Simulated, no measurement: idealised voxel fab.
Proc. module: voxel wiring stack
FYI the section here is cut, 195 nm wide, cells are 5 nm squares.
Each cross-section below is a grid of square cells, stated as bands in top-down order, with one or more rows of cells making up each band. Within each band entry, the heights of the top and of the bottom of the band appear first, in that order and in nm; the materials of the band then follow from left to right, each with its corresponding width in nm. The designation "everywhere" on a single material indicates that it fills the band from edge to edge; the designation "air" indicates empty space. Where do heights start? At 0: under that level the wafer as delivered is made of one material only. And the lowest band has no floor; it just carries on downward, as in "0 and below". The notation "30 to 40" denotes a width that varies across the rows of cells in the band, beginning at the first number in the top row, finishing at the second number in the bottom row, and changing by an identical amount from each row to the next. "no alterations made", as given for a step, is the statement that not any cell of the cross-section underwent a change during that step. You'll see "Sealed voids" listing empty spaces that have no way open to the top, as long as they're 8 cells or more; the notation is width x height at distance, where the distance is from the left edge, and all of it is in nm. If you see something after the settings on a step's line, that's the simulator's own remark about that step. "overlay nm", when on a step's line for a step with a mask, measures how far to the right of its planned place the mask lay; a negative measure means to the left.

List of planned process steps
1 op RECEIVE | material Si
2 op CONFORMAL_DEP | material SiO2 | thk nm 10
3 op DIRECTIONAL_DEP | material TiN | thk nm 5
4 op DIRECTIONAL_DEP | material W | thk nm 20
5 op MASKED_ETCH | tone cover | mask id METAL_1 | width nm 25 | pitch nm 40 | etch materials W | depth nm 20 | overlay nm 0
6 op MASKED_ETCH | tone cover | mask id METAL_1 | width nm 25 | pitch nm 40 | etch materials TiN | depth nm 5 | overlay nm -10
7 op CONFORMAL_DEP | material SiN | thk nm 5
8 op FILL_DEP | material lowk | thk nm 5
9 op CMP | height nm 35
10 op CONFORMAL_DEP | material SiCN | thk nm 5
11 op DIRECTIONAL_DEP | material lowk | thk nm 15
12 op MASKED_ETCH | tone open | mask id PLUG_1 | width nm 15 | pitch nm 40 | etch materials lowk | depth nm 15 | overlay nm 0
13 op MASKED_ETCH | tone open | mask id PLUG_1 | width nm 15 | pitch nm 40 | etch materials SiCN | depth nm 5 | overlay nm 0
14 op EPI | material Ru | thk nm 10
15 op EPI | material Ru | thk nm 10
16 op CONFORMAL_DEP | material SiCN | thk nm 5
17 op DIRECTIONAL_DEP | material SiO2 | thk nm 20
18 op PATTERN | tone open | mask id METAL_2 | material resist | width nm 25 | pitch nm 40 | thk nm 20 | overlay nm 0
19 op DIRECTIONAL_ETCH | etch materials SiO2 | depth nm 20
20 op DIRECTIONAL_ETCH | etch materials SiCN | depth nm 5
21 op STRIP | etch materials resist
22 op CONFORMAL_DEP | material TiN | thk nm 5
23 op FILL_DEP | material Ru | thk nm 5
24 op CMP | height nm 80
25 op CONFORMAL_DEP | material SiCN | thk nm 5
The value of overlay nm given for step 6 in the plan refers to the first wafer; the wafers vary in this setting and are alike at the start.

This is how the first of several wafers looked in cross-section when it arrived, which is after step 1
  0 and below = Si everywhere
  Sealed voids: none

So in this table every wafer gets its own row, and what you see is where it stands at the end of the module: for each material, how many cells it picked up (+) or gave up (-) since we received it, and after that its closed voids
overlay nm -10, +96 Ru, +85 SiCN, +48 SiN, +154 SiO2, +80 TiN, +80 W, +120 lowk, Sealed voids: none
overlay nm -5, +96 Ru, +85 SiCN, +51 SiN, +154 SiO2, +76 TiN, +80 W, +121 lowk, Sealed voids: none
overlay nm 0, +96 Ru, +85 SiCN, +51 SiN, +154 SiO2, +72 TiN, +80 W, +125 lowk, Sealed voids: none
overlay nm 5, +96 Ru, +85 SiCN, +51 SiN, +154 SiO2, +76 TiN, +80 W, +121 lowk, Sealed voids: none
overlay nm 10, +96 Ru, +85 SiCN, +48 SiN, +154 SiO2, +80 TiN, +80 W, +120 lowk, Sealed voids: none
